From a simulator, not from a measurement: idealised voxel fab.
process module | voxel transistor to metal
cross-section cut | 285 nm wide | cells 5 nm
A cross-section is a grid of square cells, given in bands from the top down. A band is one or more rows of cells.
Each band's line starts with the height of the band's top and of its bottom, in nm. Then come its materials from left to right, each with its width in nm. One material with "throughout" fills the band from edge to edge. "air" is empty space.
Height 0 is the level under which the wafer as received is all one material. The lowest band goes on downwards, as in "0 down".
A width such as "30 to 40" changes by the same amount from each row of cells to the next, from the band's top row to its bottom row.
"no change" after a step means that no cell of the cross-section changed.
closed voids: empty space of 8 cells or more with no open way to the top, each as width x height at its distance from the left edge, in nm
after a step's settings: what the simulator itself notes on the step
overlay nm, on a step with a mask: how far to the right of its planned place the mask lay; to the left if negative
Each pair below shows a cross-section before one step and the cross-section after it, down to the lowest band that changed. The line under each pair gives the step between them, with its settings. The pairs can come from different runs of this module on the same starting wafer, so a pair continues from the pair above only where its "before" says so.
before
  30 to 20: air 60 | SiN 5 | SiCN 15 | SiN 5 | air 110 | SiN 5 | SiCN 15 | SiN 5 | air 65
  20 to -5: air 60 | SiN 5 | polySi 15 | SiN 5 | air 110 | SiN 5 | polySi 15 | SiN 5 | air 65
  -5 to -10: air 10 | nSi 50 | SiO2 25 | nSi 50 | air 10 | nSi 50 | SiO2 25 | nSi 50 | air 15
  -10 to -45: SiO2 15 | Si 115 | SiO2 20 | Si 115 | SiO2 20
  -45 down: Si throughout
  closed voids: none
after
  35 to 30: SiO2 throughout
  30 to 20: SiO2 60 | SiN 5 | SiCN 15 | SiN 5 | SiO2 110 | SiN 5 | SiCN 15 | SiN 5 | SiO2 65
  20 to -5: SiO2 60 | SiN 5 | polySi 15 | SiN 5 | SiO2 110 | SiN 5 | polySi 15 | SiN 5 | SiO2 65
  -5 to -10: SiO2 10 | nSi 50 | SiO2 25 | nSi 50 | SiO2 10 | nSi 50 | SiO2 25 | nSi 50 | SiO2 15
  below -10: unchanged
  closed voids: none
the step between: op FILL_DEP | material SiO2 | thk nm 5
before: the cross-section after the pair above
after
  30 to 20: SiO2 60 | SiN 5 | SiCN 15 | SiN 5 | SiO2 110 | SiN 5 | SiCN 15 | SiN 5 | SiO2 65
  below 20: unchanged
  closed voids: none
the step between: op CMP | height nm 30
before: the cross-section after the pair above
after
  45 to 30: SiO2 throughout
  below 30: unchanged
  closed voids: none
the step between: op DIRECTIONAL_DEP | material SiO2 | thk nm 15
before: the cross-section after the pair above
after
  45 to 30: SiO2 25 | air 20 | SiO2 55 | air 20 | SiO2 40 | air 20 | SiO2 55 | air 20 | SiO2 30
  30 to 20: SiO2 25 | air 20 | SiO2 15 | SiN 5 | SiCN 15 | SiN 5 | SiO2 15 | air 20 | SiO2 40 | air 20 | SiO2 15 | SiN 5 | SiCN 15 | SiN 5 | SiO2 15 | air 20 | SiO2 30
  20 to -5: SiO2 25 | air 20 | SiO2 15 | SiN 5 | polySi 15 | SiN 5 | SiO2 15 | air 20 | SiO2 40 | air 20 | SiO2 15 | SiN 5 | polySi 15 | SiN 5 | SiO2 15 | air 20 | SiO2 30
  below -5: unchanged
  closed voids: none
the step between: op MASKED_ETCH | tone open | mask id CONTACT | width nm 20 | etch materials SiO2 | depth nm 50 | overlay nm 0
before: the cross-section after the pair above
after
  50 to 45: TiN 30 | air 10 | TiN 65 | air 10 | TiN 50 | air 10 | TiN 65 | air 10 | TiN 35
  45 to 30: SiO2 25 | TiN 5 | air 10 | TiN 5 | SiO2 55 | TiN 5 | air 10 | TiN 5 | SiO2 40 | TiN 5 | air 10 | TiN 5 | SiO2 55 | TiN 5 | air 10 | TiN 5 | SiO2 30
  30 to 20: SiO2 25 | TiN 5 | air 10 | TiN 5 | SiO2 15 | SiN 5 | SiCN 15 | SiN 5 | SiO2 15 | TiN 5 | air 10 | TiN 5 | SiO2 40 | TiN 5 | air 10 | TiN 5 | SiO2 15 | SiN 5 | SiCN 15 | SiN 5 | SiO2 15 | TiN 5 | air 10 | TiN 5 | SiO2 30
  20 to 0: SiO2 25 | TiN 5 | air 10 | TiN 5 | SiO2 15 | SiN 5 | polySi 15 | SiN 5 | SiO2 15 | TiN 5 | air 10 | TiN 5 | SiO2 40 | TiN 5 | air 10 | TiN 5 | SiO2 15 | SiN 5 | polySi 15 | SiN 5 | SiO2 15 | TiN 5 | air 10 | TiN 5 | SiO2 30
  0 to -5: SiO2 25 | TiN 20 | SiO2 15 | SiN 5 | polySi 15 | SiN 5 | SiO2 15 | TiN 20 | SiO2 40 | TiN 20 | SiO2 15 | SiN 5 | polySi 15 | SiN 5 | SiO2 15 | TiN 20 | SiO2 30
  below -5: unchanged
  closed voids: none
the step between: op CONFORMAL_DEP | material TiN | thk nm 5
before: the cross-section after the pair above
after
  55 to 50: W throughout
  50 to 45: TiN 30 | W 10 | TiN 65 | W 10 | TiN 50 | W 10 | TiN 65 | W 10 | TiN 35
  45 to 30: SiO2 25 | TiN 5 | W 10 | TiN 5 | SiO2 55 | TiN 5 | W 10 | TiN 5 | SiO2 40 | TiN 5 | W 10 | TiN 5 | SiO2 55 | TiN 5 | W 10 | TiN 5 | SiO2 30
  30 to 20: SiO2 25 | TiN 5 | W 10 | TiN 5 | SiO2 15 | SiN 5 | SiCN 15 | SiN 5 | SiO2 15 | TiN 5 | W 10 | TiN 5 | SiO2 40 | TiN 5 | W 10 | TiN 5 | SiO2 15 | SiN 5 | SiCN 15 | SiN 5 | SiO2 15 | TiN 5 | W 10 | TiN 5 | SiO2 30
  20 to 0: SiO2 25 | TiN 5 | W 10 | TiN 5 | SiO2 15 | SiN 5 | polySi 15 | SiN 5 | SiO2 15 | TiN 5 | W 10 | TiN 5 | SiO2 40 | TiN 5 | W 10 | TiN 5 | SiO2 15 | SiN 5 | polySi 15 | SiN 5 | SiO2 15 | TiN 5 | W 10 | TiN 5 | SiO2 30
  below 0: unchanged
  closed voids: none
the step between: op FILL_DEP | material W | thk nm 5
before: the cross-section after the pair above
after
  45 to 30: SiO2 25 | TiN 5 | W 10 | TiN 5 | SiO2 55 | TiN 5 | W 10 | TiN 5 | SiO2 40 | TiN 5 | W 10 | TiN 5 | SiO2 55 | TiN 5 | W 10 | TiN 5 | SiO2 30
  below 30: unchanged
  closed voids: none
the step between: op CMP | height nm 45
before: the cross-section after the pair above
after
  50 to 45: SiCN throughout
  below 45: unchanged
  closed voids: none
the step between: op CONFORMAL_DEP | material SiCN | thk nm 5
before: the cross-section after the pair above
after
  75 to 50: SiO2 throughout
  below 50: unchanged
  closed voids: none
the step between: op DIRECTIONAL_DEP | material SiO2 | thk nm 25
before: the cross-section after the pair above
after
  95 to 75: resist 25 | air 20 | resist 55 | air 20 | resist 40 | air 20 | resist 55 | air 20 | resist 30
  below 75: unchanged
  closed voids: none
the step between: op PATTERN | tone open | mask id METAL_1 | material resist | width nm 20 | thk nm 20 | overlay nm 0
before: the cross-section after the pair above
after
  95 to 75: resist 25 | air 20 | resist 55 | air 20 | resist 40 | air 20 | resist 55 | air 20 | resist 30
  75 to 50: SiO2 25 | air 20 | SiO2 55 | air 20 | SiO2 40 | air 20 | SiO2 55 | air 20 | SiO2 30
  below 50: unchanged
  closed voids: none
the step between: op DIRECTIONAL_ETCH | etch materials SiO2 | depth nm 25
before: the cross-section after the pair above
after
  95 to 75: resist 25 | air 20 | resist 55 | air 20 | resist 40 | air 20 | resist 55 | air 20 | resist 30
  75 to 50: SiO2 25 | air 20 | SiO2 55 | air 20 | SiO2 40 | air 20 | SiO2 55 | air 20 | SiO2 30
  50 to 45: SiCN 25 | air 20 | SiCN 55 | air 20 | SiCN 40 | air 20 | SiCN 55 | air 20 | SiCN 30
  below 45: unchanged
  closed voids: none
the step between: op DIRECTIONAL_ETCH | etch materials SiCN | depth nm 5
before: the cross-section after the pair above
after
  75 to 50: SiO2 25 | air 20 | SiO2 55 | air 20 | SiO2 40 | air 20 | SiO2 55 | air 20 | SiO2 30
  below 50: unchanged
  closed voids: none
the step between: op STRIP | etch materials resist
before: the cross-section after the pair above
after
  80 to 75: TiN 30 | air 10 | TiN 65 | air 10 | TiN 50 | air 10 | TiN 65 | air 10 | TiN 35
  75 to 50: SiO2 25 | TiN 5 | air 10 | TiN 5 | SiO2 55 | TiN 5 | air 10 | TiN 5 | SiO2 40 | TiN 5 | air 10 | TiN 5 | SiO2 55 | TiN 5 | air 10 | TiN 5 | SiO2 30
  50 to 45: SiCN 25 | TiN 20 | SiCN 55 | TiN 20 | SiCN 40 | TiN 20 | SiCN 55 | TiN 20 | SiCN 30
  below 45: unchanged
  closed voids: none
the step between: op CONFORMAL_DEP | material TiN | thk nm 5
before: the cross-section after the pair above
after
  90 to 80: Cu throughout
  80 to 75: TiN 30 | Cu 10 | TiN 65 | Cu 10 | TiN 50 | Cu 10 | TiN 65 | Cu 10 | TiN 35
  75 to 50: SiO2 25 | TiN 5 | Cu 10 | TiN 5 | SiO2 55 | TiN 5 | Cu 10 | TiN 5 | SiO2 40 | TiN 5 | Cu 10 | TiN 5 | SiO2 55 | TiN 5 | Cu 10 | TiN 5 | SiO2 30
  below 50: unchanged
  closed voids: none
the step between: op FILL_DEP | material Cu | thk nm 10
before: the cross-section after the pair above
after
  75 to 50: SiO2 25 | TiN 5 | Cu 10 | TiN 5 | SiO2 55 | TiN 5 | Cu 10 | TiN 5 | SiO2 40 | TiN 5 | Cu 10 | TiN 5 | SiO2 55 | TiN 5 | Cu 10 | TiN 5 | SiO2 30
  below 50: unchanged
  closed voids: none
the step between: op CMP | height nm 75
before: the cross-section after the pair above
after
  80 to 75: SiCN throughout
  below 75: unchanged
  closed voids: none
the step between: op CONFORMAL_DEP | material SiCN | thk nm 5
before
  10 to 0: SiO2 15 | SiN 115 | SiO2 20 | SiN 115 | SiO2 20
  0 to -5: SiO2 throughout
  -5 to -25: SiO2 15 | Si 115 | SiO2 20 | Si 115 | SiO2 20
  -25 down: Si throughout
  closed voids: none
after
  10 to 0: SiO2 15 | air 115 | SiO2 20 | air 115 | SiO2 20
  below 0: unchanged
  closed voids: none
the step between: op STRIP | etch materials SiN
before: the cross-section after the pair above
after
  0 to -5: SiO2 5 | air 270 | SiO2 10
  -5 to -10: SiO2 5 | air 10 | Si 115 | air 20 | Si 115 | air 10 | SiO2 10
  below -10: unchanged
  closed voids: none
the step between: op SELECTIVE_ETCH | etch materials SiO2 | depth nm 10
before: the cross-section after the pair above
after
  -5 to -15: air 15 | Si 115 | air 20 | Si 115 | air 15 | SiO2 5
  below -15: unchanged
  closed voids: none
the step between: op SELECTIVE_ETCH | etch materials SiO2 | depth nm 5
before: the cross-section after the pair above
after
  -5 to -10: air 15 | SiO2 115 | air 20 | SiO2 115 | air 15 | SiO2 5
  -10 to -15: air 15 | SiO2 5 | Si 105 | SiO2 5 | air 20 | SiO2 5 | Si 105 | SiO2 5 | air 15 | SiO2 5
  -15 to -25: SiO2 20 to 15 | Si 105 to 115 | SiO2 30 to 20 | Si 105 to 115 | SiO2 25 to 20
  below -25: unchanged
  closed voids: none
the step between: op OXIDIZE | depth nm 5
before: the cross-section after the pair above
after
  20 to 10: air 15 | polySi 115 | air 20 | polySi 115 | air 15 | polySi 5
  10 to -5: polySi throughout
  -5 to -10: polySi 15 | SiO2 115 | polySi 20 | SiO2 115 | polySi 15 | SiO2 5
  -10 to -15: polySi 15 | SiO2 5 | Si 105 | SiO2 5 | polySi 20 | SiO2 5 | Si 105 | SiO2 5 | polySi 15 | SiO2 5
  below -15: unchanged
  closed voids: none
the step between: op DIRECTIONAL_DEP | material polySi | thk nm 25
before: the cross-section after the pair above
after
  30 to 20: air 15 | SiCN 115 | air 20 | SiCN 115 | air 15 | SiCN 5
  20 to 10: SiCN 15 | polySi 115 | SiCN 20 | polySi 115 | SiCN 15 | polySi 5
  below 10: unchanged
  closed voids: none
the step between: op DIRECTIONAL_DEP | material SiCN | thk nm 10
before: the cross-section after the pair above
after
  30 to 20: air 65 | SiCN 15 | air 120 | SiCN 15 | air 70
  20 to 10: air 15 | polySi 115 | air 20 | polySi 115 | air 15 | polySi 5
  below 10: unchanged
  closed voids: none
the step between: op MASKED_ETCH | tone cover | mask id GATE | width nm 15 | pitch nm 135 | etch materials SiCN | depth nm 20 | overlay nm 0
before: the cross-section after the pair above
after
  30 to 20: air 65 | SiCN 15 | air 120 | SiCN 15 | air 70
  20 to -5: air 65 | polySi 15 | air 120 | polySi 15 | air 70
  -5 to -10: air 15 | SiO2 115 | air 20 | SiO2 115 | air 15 | SiO2 5
  -10 to -15: air 15 | SiO2 5 | Si 105 | SiO2 5 | air 20 | SiO2 5 | Si 105 | SiO2 5 | air 15 | SiO2 5
  below -15: unchanged
  closed voids: none
the step between: op MASKED_ETCH | tone cover | mask id GATE | width nm 15 | pitch nm 135 | etch materials polySi | depth nm 35 | overlay nm 0
before: the cross-section after the pair above
after
  35 to 30: air 60 | SiN 25 | air 110 | SiN 25 | air 65
  30 to 20: air 60 | SiN 5 | SiCN 15 | SiN 5 | air 110 | SiN 5 | SiCN 15 | SiN 5 | air 65
  20 to 0: air 60 | SiN 5 | polySi 15 | SiN 5 | air 110 | SiN 5 | polySi 15 | SiN 5 | air 65
  0 to -5: air 10 | SiN 55 | polySi 15 | SiN 55 | air 10 | SiN 55 | polySi 15 | SiN 55 | air 5 | SiN 10
  -5 to -10: air 10 | SiN 5 | SiO2 115 | SiN 5 | air 10 | SiN 5 | SiO2 115 | SiN 5 | air 5 | SiN 5 | SiO2 5
  -10 to -15: SiN 15 | SiO2 5 | Si 105 | SiO2 5 | SiN 20 | SiO2 5 | Si 105 | SiO2 5 | SiN 15 | SiO2 5
  below -15: unchanged
  closed voids: none
the step between: op CONFORMAL_DEP | material SiN | thk nm 5
before: the cross-section after the pair above
after
  30 to 20: air 60 | SiN 5 | SiCN 15 | SiN 5 | air 110 | SiN 5 | SiCN 15 | SiN 5 | air 65
  20 to -5: air 60 | SiN 5 | polySi 15 | SiN 5 | air 110 | SiN 5 | polySi 15 | SiN 5 | air 65
  -5 to -10: air 10 | SiN 5 | SiO2 115 | SiN 5 | air 10 | SiN 5 | SiO2 115 | SiN 5 | air 5 | SiN 5 | SiO2 5
  -10 to -15: air 10 | SiN 5 | SiO2 5 | Si 105 | SiO2 5 | SiN 5 | air 10 | SiN 5 | SiO2 5 | Si 105 | SiO2 5 | SiN 5 | air 5 | SiN 5 | SiO2 5
  below -15: unchanged
  closed voids: none
the step between: op DIRECTIONAL_ETCH | etch materials SiN | depth nm 5
before: the cross-section after the pair above
after
  30 to 20: air 60 | SiN 5 | SiCN 15 | SiN 5 | air 110 | SiN 5 | SiCN 15 | SiN 5 | air 65
  20 to -5: air 60 | SiN 5 | polySi 15 | SiN 5 | air 110 | SiN 5 | polySi 15 | SiN 5 | air 65
  -5 to -10: air 10 | SiN 5 | air 45 | SiO2 25 | air 45 | SiN 5 | air 10 | SiN 5 | air 45 | SiO2 25 | air 45 | SiN 5 | air 5 | SiN 5 | air 5
  -10 to -15: air 10 | SiN 5 | SiO2 5 | Si 105 | SiO2 5 | SiN 5 | air 10 | SiN 5 | SiO2 5 | Si 105 | SiO2 5 | SiN 5 | air 5 | SiN 5 | SiO2 5
  -15 to -20: air 10 | SiO2 10 | Si 105 | SiO2 10 | air 10 | SiO2 10 | Si 105 | SiO2 10 | air 5 | SiO2 10
  below -20: unchanged
  closed voids: none
the step between: op DIRECTIONAL_ETCH | etch materials SiO2 | depth nm 5
before: the cross-section after the pair above
after
  30 to 20: air 60 | SiN 5 | SiCN 15 | SiN 5 | air 110 | SiN 5 | SiCN 15 | SiN 5 | air 65
  20 to -5: air 60 | SiN 5 | polySi 15 | SiN 5 | air 110 | SiN 5 | polySi 15 | SiN 5 | air 65
  -5 to -10: air 10 | SiN 5 | nSi 45 | SiO2 25 | nSi 45 | SiN 5 | air 10 | SiN 5 | nSi 45 | SiO2 25 | nSi 45 | SiN 5 | air 5 | SiN 5 | air 5
  below -10: unchanged
  closed voids: none
the step between: op EPI | material nSi | thk nm 5
before: the cross-section after the pair above
after
  35 to 30: SiO2 throughout
  30 to 20: SiO2 60 | SiN 5 | SiCN 15 | SiN 5 | SiO2 110 | SiN 5 | SiCN 15 | SiN 5 | SiO2 65
  20 to -5: SiO2 60 | SiN 5 | polySi 15 | SiN 5 | SiO2 110 | SiN 5 | polySi 15 | SiN 5 | SiO2 65
  -5 to -10: SiO2 10 | SiN 5 | nSi 45 | SiO2 25 | nSi 45 | SiN 5 | SiO2 10 | SiN 5 | nSi 45 | SiO2 25 | nSi 45 | SiN 5 | SiO2 5 | SiN 5 | SiO2 5
  -10 to -15: SiO2 10 | SiN 5 | SiO2 5 | Si 105 | SiO2 5 | SiN 5 | SiO2 10 | SiN 5 | SiO2 5 | Si 105 | SiO2 5 | SiN 5 | SiO2 5 | SiN 5 | SiO2 5
  -15 to -25: SiO2 20 to 15 | Si 105 to 115 | SiO2 30 to 20 | Si 105 to 115 | SiO2 25 to 20
  below -25: unchanged
  closed voids: none
the step between: op FILL_DEP | material SiO2 | thk nm 5
before: the cross-section after the pair above
after
  30 to 20: SiO2 60 | SiN 5 | SiCN 15 | SiN 5 | SiO2 110 | SiN 5 | SiCN 15 | SiN 5 | SiO2 65
  below 20: unchanged
  closed voids: none
the step between: op CMP | height nm 30
before: the cross-section after the pair above
after
  45 to 30: SiO2 throughout
  below 30: unchanged
  closed voids: none
the step between: op DIRECTIONAL_DEP | material SiO2 | thk nm 15
before: the cross-section after the pair above
after
  45 to 30: SiO2 25 | air 20 | SiO2 55 | air 20 | SiO2 40 | air 20 | SiO2 55 | air 20 | SiO2 30
  30 to 20: SiO2 25 | air 20 | SiO2 15 | SiN 5 | SiCN 15 | SiN 5 | SiO2 15 | air 20 | SiO2 40 | air 20 | SiO2 15 | SiN 5 | SiCN 15 | SiN 5 | SiO2 15 | air 20 | SiO2 30
  20 to -5: SiO2 25 | air 20 | SiO2 15 | SiN 5 | polySi 15 | SiN 5 | SiO2 15 | air 20 | SiO2 40 | air 20 | SiO2 15 | SiN 5 | polySi 15 | SiN 5 | SiO2 15 | air 20 | SiO2 30
  below -5: unchanged
  closed voids: none
the step between: op MASKED_ETCH | tone open | mask id CONTACT | width nm 20 | etch materials SiO2 | depth nm 50 | overlay nm 0
before: the cross-section after the pair above
after
  50 to 45: TiN 30 | air 10 | TiN 65 | air 10 | TiN 50 | air 10 | TiN 65 | air 10 | TiN 35
  45 to 30: SiO2 25 | TiN 5 | air 10 | TiN 5 | SiO2 55 | TiN 5 | air 10 | TiN 5 | SiO2 40 | TiN 5 | air 10 | TiN 5 | SiO2 55 | TiN 5 | air 10 | TiN 5 | SiO2 30
  30 to 20: SiO2 25 | TiN 5 | air 10 | TiN 5 | SiO2 15 | SiN 5 | SiCN 15 | SiN 5 | SiO2 15 | TiN 5 | air 10 | TiN 5 | SiO2 40 | TiN 5 | air 10 | TiN 5 | SiO2 15 | SiN 5 | SiCN 15 | SiN 5 | SiO2 15 | TiN 5 | air 10 | TiN 5 | SiO2 30
  20 to 0: SiO2 25 | TiN 5 | air 10 | TiN 5 | SiO2 15 | SiN 5 | polySi 15 | SiN 5 | SiO2 15 | TiN 5 | air 10 | TiN 5 | SiO2 40 | TiN 5 | air 10 | TiN 5 | SiO2 15 | SiN 5 | polySi 15 | SiN 5 | SiO2 15 | TiN 5 | air 10 | TiN 5 | SiO2 30
  0 to -5: SiO2 25 | TiN 20 | SiO2 15 | SiN 5 | polySi 15 | SiN 5 | SiO2 15 | TiN 20 | SiO2 40 | TiN 20 | SiO2 15 | SiN 5 | polySi 15 | SiN 5 | SiO2 15 | TiN 20 | SiO2 30
  below -5: unchanged
  closed voids: none
the step between: op CONFORMAL_DEP | material TiN | thk nm 5
before: the cross-section after the pair above
after
  55 to 50: W throughout
  50 to 45: TiN 30 | W 10 | TiN 65 | W 10 | TiN 50 | W 10 | TiN 65 | W 10 | TiN 35
  45 to 30: SiO2 25 | TiN 5 | W 10 | TiN 5 | SiO2 55 | TiN 5 | W 10 | TiN 5 | SiO2 40 | TiN 5 | W 10 | TiN 5 | SiO2 55 | TiN 5 | W 10 | TiN 5 | SiO2 30
  30 to 20: SiO2 25 | TiN 5 | W 10 | TiN 5 | SiO2 15 | SiN 5 | SiCN 15 | SiN 5 | SiO2 15 | TiN 5 | W 10 | TiN 5 | SiO2 40 | TiN 5 | W 10 | TiN 5 | SiO2 15 | SiN 5 | SiCN 15 | SiN 5 | SiO2 15 | TiN 5 | W 10 | TiN 5 | SiO2 30
  20 to 0: SiO2 25 | TiN 5 | W 10 | TiN 5 | SiO2 15 | SiN 5 | polySi 15 | SiN 5 | SiO2 15 | TiN 5 | W 10 | TiN 5 | SiO2 40 | TiN 5 | W 10 | TiN 5 | SiO2 15 | SiN 5 | polySi 15 | SiN 5 | SiO2 15 | TiN 5 | W 10 | TiN 5 | SiO2 30
  below 0: unchanged
  closed voids: none
the step between: op FILL_DEP | material W | thk nm 5
before: the cross-section after the pair above
after
  45 to 30: SiO2 25 | TiN 5 | W 10 | TiN 5 | SiO2 55 | TiN 5 | W 10 | TiN 5 | SiO2 40 | TiN 5 | W 10 | TiN 5 | SiO2 55 | TiN 5 | W 10 | TiN 5 | SiO2 30
  below 30: unchanged
  closed voids: none
the step between: op CMP | height nm 45
before: the cross-section after the pair above
after
  50 to 45: SiCN throughout
  below 45: unchanged
  closed voids: none
the step between: op CONFORMAL_DEP | material SiCN | thk nm 5
before: the cross-section after the pair above
after
  75 to 50: SiO2 throughout
  below 50: unchanged
  closed voids: none
the step between: op DIRECTIONAL_DEP | material SiO2 | thk nm 25
before: the cross-section after the pair above
after
  95 to 75: resist 25 | air 20 | resist 55 | air 20 | resist 40 | air 20 | resist 55 | air 20 | resist 30
  below 75: unchanged
  closed voids: none
the step between: op PATTERN | tone open | mask id METAL_1 | material resist | width nm 20 | thk nm 20 | overlay nm 0
before: the cross-section after the pair above
after
  95 to 75: resist 25 | air 20 | resist 55 | air 20 | resist 40 | air 20 | resist 55 | air 20 | resist 30
  75 to 50: SiO2 25 | air 20 | SiO2 55 | air 20 | SiO2 40 | air 20 | SiO2 55 | air 20 | SiO2 30
  below 50: unchanged
  closed voids: none
the step between: op DIRECTIONAL_ETCH | etch materials SiO2 | depth nm 25
before: the cross-section after the pair above
after
  95 to 75: resist 25 | air 20 | resist 55 | air 20 | resist 40 | air 20 | resist 55 | air 20 | resist 30
  75 to 50: SiO2 25 | air 20 | SiO2 55 | air 20 | SiO2 40 | air 20 | SiO2 55 | air 20 | SiO2 30
  50 to 45: SiCN 25 | air 20 | SiCN 55 | air 20 | SiCN 40 | air 20 | SiCN 55 | air 20 | SiCN 30
  below 45: unchanged
  closed voids: none
the step between: op DIRECTIONAL_ETCH | etch materials SiCN | depth nm 5
before: the cross-section after the pair above
after
  75 to 50: SiO2 25 | air 20 | SiO2 55 | air 20 | SiO2 40 | air 20 | SiO2 55 | air 20 | SiO2 30
  below 50: unchanged
  closed voids: none
the step between: op STRIP | etch materials resist
before: the cross-section after the pair above
after
  80 to 75: TiN 30 | air 10 | TiN 65 | air 10 | TiN 50 | air 10 | TiN 65 | air 10 | TiN 35
  75 to 50: SiO2 25 | TiN 5 | air 10 | TiN 5 | SiO2 55 | TiN 5 | air 10 | TiN 5 | SiO2 40 | TiN 5 | air 10 | TiN 5 | SiO2 55 | TiN 5 | air 10 | TiN 5 | SiO2 30
  50 to 45: SiCN 25 | TiN 20 | SiCN 55 | TiN 20 | SiCN 40 | TiN 20 | SiCN 55 | TiN 20 | SiCN 30
  below 45: unchanged
  closed voids: none
the step between: op CONFORMAL_DEP | material TiN | thk nm 5
before: the cross-section after the pair above
after
  90 to 80: Cu throughout
  80 to 75: TiN 30 | Cu 10 | TiN 65 | Cu 10 | TiN 50 | Cu 10 | TiN 65 | Cu 10 | TiN 35
  75 to 50: SiO2 25 | TiN 5 | Cu 10 | TiN 5 | SiO2 55 | TiN 5 | Cu 10 | TiN 5 | SiO2 40 | TiN 5 | Cu 10 | TiN 5 | SiO2 55 | TiN 5 | Cu 10 | TiN 5 | SiO2 30
  below 50: unchanged
  closed voids: none
the step between: op FILL_DEP | material Cu | thk nm 10
before: the cross-section after the pair above
after
  75 to 50: SiO2 25 | TiN 5 | Cu 10 | TiN 5 | SiO2 55 | TiN 5 | Cu 10 | TiN 5 | SiO2 40 | TiN 5 | Cu 10 | TiN 5 | SiO2 55 | TiN 5 | Cu 10 | TiN 5 | SiO2 30
  below 50: unchanged
  closed voids: none
the step between: op CMP | height nm 75
before: the cross-section after the pair above
after
  80 to 75: SiCN throughout
  below 75: unchanged
  closed voids: none
the step between: op CONFORMAL_DEP | material SiCN | thk nm 5
before
  30 to 20: air 60 | SiN 5 | SiCN 15 | SiN 5 | air 110 | SiN 5 | SiCN 15 | SiN 5 | air 65
  20 to -5: air 60 | SiN 5 | polySi 15 | SiN 5 | air 110 | SiN 5 | polySi 15 | SiN 5 | air 65
  -5 to -10: air 60 | SiO2 25 | air 110 | SiO2 25 | air 65
  -10 to -25: SiO2 15 | Si 115 | SiO2 20 | Si 115 | SiO2 20
  -25 down: Si throughout
  closed voids: none
after
  30 to 20: air 60 | SiN 5 | SiCN 15 | SiN 5 | air 110 | SiN 5 | SiCN 15 | SiN 5 | air 65
  20 to 5: air 60 | SiN 5 | polySi 15 | SiN 5 | air 110 | SiN 5 | polySi 15 | SiN 5 | air 65
  5 to -5: nSi 60 | SiN 5 | polySi 15 | SiN 5 | nSi 110 | SiN 5 | polySi 15 | SiN 5 | nSi 60 | air 5
  -5 to -10: nSi 60 | SiO2 25 | nSi 110 | SiO2 25 | nSi 60 | air 5
  below -10: unchanged
  closed voids: none
the step between: op EPI | material nSi | thk nm 15
before: the cross-section after the pair above
after
  35 to 30: SiO2 throughout
  30 to 20: SiO2 60 | SiN 5 | SiCN 15 | SiN 5 | SiO2 110 | SiN 5 | SiCN 15 | SiN 5 | SiO2 65
  20 to 5: SiO2 60 | SiN 5 | polySi 15 | SiN 5 | SiO2 110 | SiN 5 | polySi 15 | SiN 5 | SiO2 65
  5 to -5: nSi 60 | SiN 5 | polySi 15 | SiN 5 | nSi 110 | SiN 5 | polySi 15 | SiN 5 | nSi 60 | SiO2 5
  -5 to -10: nSi 60 | SiO2 25 | nSi 110 | SiO2 25 | nSi 60 | SiO2 5
  below -10: unchanged
  closed voids: none
the step between: op FILL_DEP | material SiO2 | thk nm 5
before: the cross-section after the pair above
after
  30 to 20: SiO2 60 | SiN 5 | SiCN 15 | SiN 5 | SiO2 110 | SiN 5 | SiCN 15 | SiN 5 | SiO2 65
  below 20: unchanged
  closed voids: none
the step between: op CMP | height nm 30
before: the cross-section after the pair above
after
  45 to 30: SiO2 throughout
  below 30: unchanged
  closed voids: none
the step between: op DIRECTIONAL_DEP | material SiO2 | thk nm 15
before: the cross-section after the pair above
after
  45 to 30: SiO2 25 | air 20 | SiO2 55 | air 20 | SiO2 40 | air 20 | SiO2 55 | air 20 | SiO2 30
  30 to 20: SiO2 25 | air 20 | SiO2 15 | SiN 5 | SiCN 15 | SiN 5 | SiO2 15 | air 20 | SiO2 40 | air 20 | SiO2 15 | SiN 5 | SiCN 15 | SiN 5 | SiO2 15 | air 20 | SiO2 30
  20 to 5: SiO2 25 | air 20 | SiO2 15 | SiN 5 | polySi 15 | SiN 5 | SiO2 15 | air 20 | SiO2 40 | air 20 | SiO2 15 | SiN 5 | polySi 15 | SiN 5 | SiO2 15 | air 20 | SiO2 30
  below 5: unchanged
  closed voids: none
the step between: op MASKED_ETCH | tone open | mask id CONTACT | width nm 20 | etch materials SiO2 | depth nm 50 | overlay nm 0
before: the cross-section after the pair above
after
  50 to 45: TiN 30 | air 10 | TiN 65 | air 10 | TiN 50 | air 10 | TiN 65 | air 10 | TiN 35
  45 to 30: SiO2 25 | TiN 5 | air 10 | TiN 5 | SiO2 55 | TiN 5 | air 10 | TiN 5 | SiO2 40 | TiN 5 | air 10 | TiN 5 | SiO2 55 | TiN 5 | air 10 | TiN 5 | SiO2 30
  30 to 20: SiO2 25 | TiN 5 | air 10 | TiN 5 | SiO2 15 | SiN 5 | SiCN 15 | SiN 5 | SiO2 15 | TiN 5 | air 10 | TiN 5 | SiO2 40 | TiN 5 | air 10 | TiN 5 | SiO2 15 | SiN 5 | SiCN 15 | SiN 5 | SiO2 15 | TiN 5 | air 10 | TiN 5 | SiO2 30
  20 to 10: SiO2 25 | TiN 5 | air 10 | TiN 5 | SiO2 15 | SiN 5 | polySi 15 | SiN 5 | SiO2 15 | TiN 5 | air 10 | TiN 5 | SiO2 40 | TiN 5 | air 10 | TiN 5 | SiO2 15 | SiN 5 | polySi 15 | SiN 5 | SiO2 15 | TiN 5 | air 10 | TiN 5 | SiO2 30
  10 to 5: SiO2 25 | TiN 20 | SiO2 15 | SiN 5 | polySi 15 | SiN 5 | SiO2 15 | TiN 20 | SiO2 40 | TiN 20 | SiO2 15 | SiN 5 | polySi 15 | SiN 5 | SiO2 15 | TiN 20 | SiO2 30
  below 5: unchanged
  closed voids: none
the step between: op CONFORMAL_DEP | material TiN | thk nm 5
before: the cross-section after the pair above
after
  55 to 50: W throughout
  50 to 45: TiN 30 | W 10 | TiN 65 | W 10 | TiN 50 | W 10 | TiN 65 | W 10 | TiN 35
  45 to 30: SiO2 25 | TiN 5 | W 10 | TiN 5 | SiO2 55 | TiN 5 | W 10 | TiN 5 | SiO2 40 | TiN 5 | W 10 | TiN 5 | SiO2 55 | TiN 5 | W 10 | TiN 5 | SiO2 30
  30 to 20: SiO2 25 | TiN 5 | W 10 | TiN 5 | SiO2 15 | SiN 5 | SiCN 15 | SiN 5 | SiO2 15 | TiN 5 | W 10 | TiN 5 | SiO2 40 | TiN 5 | W 10 | TiN 5 | SiO2 15 | SiN 5 | SiCN 15 | SiN 5 | SiO2 15 | TiN 5 | W 10 | TiN 5 | SiO2 30
  20 to 10: SiO2 25 | TiN 5 | W 10 | TiN 5 | SiO2 15 | SiN 5 | polySi 15 | SiN 5 | SiO2 15 | TiN 5 | W 10 | TiN 5 | SiO2 40 | TiN 5 | W 10 | TiN 5 | SiO2 15 | SiN 5 | polySi 15 | SiN 5 | SiO2 15 | TiN 5 | W 10 | TiN 5 | SiO2 30
  below 10: unchanged
  closed voids: none
the step between: op FILL_DEP | material W | thk nm 5
